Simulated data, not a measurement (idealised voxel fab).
The following process module bears the name voxel ribs on slabs.
Cross-section cut spans 290 nm and uses square cells 5 nm in size.
Cross-sections here: square-cell grids, written as top-down lists of bands, a band being one or more rows of cells. Band: top height; bottom height; in nm. Then, left to right: material with width in nm, for each material. "edge to edge": a single material spanning edge to edge. "blank": empty space. Heights from 0 (as-received wafer is one material below). Bottom band endless downward, as "0 and below". Quick explanation for "30->40": the width changes in equal steps down the rows of cells, from the first number in the band's top row to the second number in its bottom row. Where the words "remains unaltered" appear for a step, the cross-section shows no cell changed by that step; every cell remained as before. In the "Enclosed void listing" entry, you get each enclosed empty space of 8 cells or more, one with no open way to the top, written width x height at distance, distance from the left edge, in nm. Past the settings on a step's line: simulator remark, on that step. "overlay nm" denotes, for a step that has a mask, the displacement of the mask to the right of its planned place, with negative values corresponding to the left.

## List of planned process steps
step 1: RECEIVE [material Si]
step 2: DIRECTIONAL_DEP [material SiO2] [thk nm 20]
step 3: DIRECTIONAL_DEP [material polySi] [thk nm 15]
step 4: MASKED_ETCH [tone cover] [mask id RIB] [width nm 25] [etch materials polySi] [depth nm 5] [overlay nm 0]
step 5: DIRECTIONAL_DEP [material aC] [thk nm 10]
step 6: PATTERN [tone cover] [mask id SLAB] [material resist] [width nm 75] [thk nm 25] [overlay nm 0]
step 7: DIRECTIONAL_ETCH [etch materials aC] [depth nm 10]
step 8: STRIP [etch materials resist]
step 9: DIRECTIONAL_ETCH [etch materials polySi] [depth nm 10]
step 10: STRIP [etch materials aC]
step 11: FILL_DEP [material SiO2] [thk nm 20]
step 12: CMP [height nm 45]
step 13: DIRECTIONAL_DEP [material TiN] [thk nm 5]
step 14: DIRECTIONAL_DEP [material aC] [thk nm 15]
step 15: PATTERN [tone cover] [mask id HEATER] [material resist] [width nm 35] [thk nm 35] [overlay nm 0]
step 16: DIRECTIONAL_ETCH [etch materials aC] [depth nm 15]
step 17: STRIP [etch materials resist]
step 18: DIRECTIONAL_ETCH [etch materials TiN] [depth nm 5]
step 19: STRIP [etch materials aC]
step 20: CONFORMAL_DEP [material SiO2] [thk nm 5]

## What follows covers the first of two wafers; it ran as planned

## Wafer as received: cross-section following step 1
0 and below | Si edge to edge
Enclosed void listing: none

## Step 2 complete: cross-section through the wafer
20 down to 0 | SiO2 edge to edge
Beneath the level 0, the cross-section is identical to its previous state.

## Step 3 complete: cross-section through the wafer
35 down to 20 | polySi edge to edge
Beneath the level 20, the cross-section is identical to its previous state.

## Step 4 complete: cross-section through the wafer
35 down to 30 | 130 blank  25 polySi  135 blank
Beneath the level 30, the cross-section is identical to its previous state.

## Step 5 complete: cross-section through the wafer
45 down to 40 | 130 blank  25 aC  135 blank
40 down to 35 | aC edge to edge
35 down to 30 | 130 aC  25 polySi  135 aC
Beneath the level 30, the cross-section is identical to its previous state.

## Step 6 complete: cross-section through the wafer
70 down to 45 | 105 blank  75 resist  110 blank
45 down to 40 | 105 blank  25 resist  25 aC  25 resist  110 blank
Beneath the level 40, the cross-section is identical to its previous state.

## Step 7 complete: cross-section through the wafer
60 down to 45 | 105 blank  75 resist  110 blank
45 down to 40 | 105 blank  25 resist  25 aC  25 resist  110 blank
40 down to 35 | 105 blank  75 aC  110 blank
35 down to 30 | 105 blank  25 aC  25 polySi  25 aC  110 blank
Beneath the level 30, the cross-section is identical to its previous state.

## Step 8 complete: cross-section through the wafer
45 down to 35 | 130->105 blank  25->75 aC  135->110 blank
Beneath the level 35, the cross-section is identical to its previous state.

## Step 9 complete: cross-section through the wafer
45 down to 35 | 130->105 blank  25->75 aC  135->110 blank
35 down to 30 | 105 blank  25 aC  25 polySi  25 aC  110 blank
30 down to 20 | 105 blank  75 polySi  110 blank
Beneath the level 20, the cross-section is identical to its previous state.

## Step 10 complete: cross-section through the wafer
35 down to 30 | 130 blank  25 polySi  135 blank
Beneath the level 30, the cross-section is identical to its previous state.

## Step 11 complete: cross-section through the wafer
55 down to 35 | SiO2 edge to edge
35 down to 30 | 130 SiO2  25 polySi  135 SiO2
30 down to 20 | 105 SiO2  75 polySi  110 SiO2
Beneath the level 20, the cross-section is identical to its previous state.

## Step 12 complete: cross-section through the wafer
45 down to 35 | SiO2 edge to edge
Beneath the level 35, the cross-section is identical to its previous state.

## Step 13 complete: cross-section through the wafer
50 down to 45 | TiN edge to edge
Beneath the level 45, the cross-section is identical to its previous state.

## Step 14 complete: cross-section through the wafer
65 down to 50 | aC edge to edge
Beneath the level 50, the cross-section is identical to its previous state.

## Step 15 complete: cross-section through the wafer
100 down to 65 | 125 blank  35 resist  130 blank
Beneath the level 65, the cross-section is identical to its previous state.

## Step 16 complete: cross-section through the wafer
85 down to 65 | 125 blank  35 resist  130 blank
65 down to 50 | 125 blank  35 aC  130 blank
Beneath the level 50, the cross-section is identical to its previous state.

## Step 17 complete: cross-section through the wafer
65 down to 50 | 125 blank  35 aC  130 blank
Beneath the level 50, the cross-section is identical to its previous state.

## Step 18 complete: cross-section through the wafer
65 down to 50 | 125 blank  35 aC  130 blank
50 down to 45 | 125 blank  35 TiN  130 blank
Beneath the level 45, the cross-section is identical to its previous state.

## Step 19 complete: cross-section through the wafer
50 down to 45 | 125 blank  35 TiN  130 blank
Beneath the level 45, the cross-section is identical to its previous state.

## Step 20 complete: cross-section through the wafer
55 down to 50 | 120 blank  45 SiO2  125 blank
50 down to 45 | 125 SiO2  35 TiN  130 SiO2
Beneath the level 45, the cross-section is identical to its previous state.

## Wafer two of the pair: same origin, same plan, one error during the run; identical to wafer one up to and including step 19

The second wafer cut through, at the time step 20 was supposed to be finished: remains unaltered
Want to know what went wrong? with respect to the plan, step 20 was omitted and not executed
Once processing is complete, comparing cell counts shows that the second wafer has more or fewer of certain materials than the first: -60 SiO2
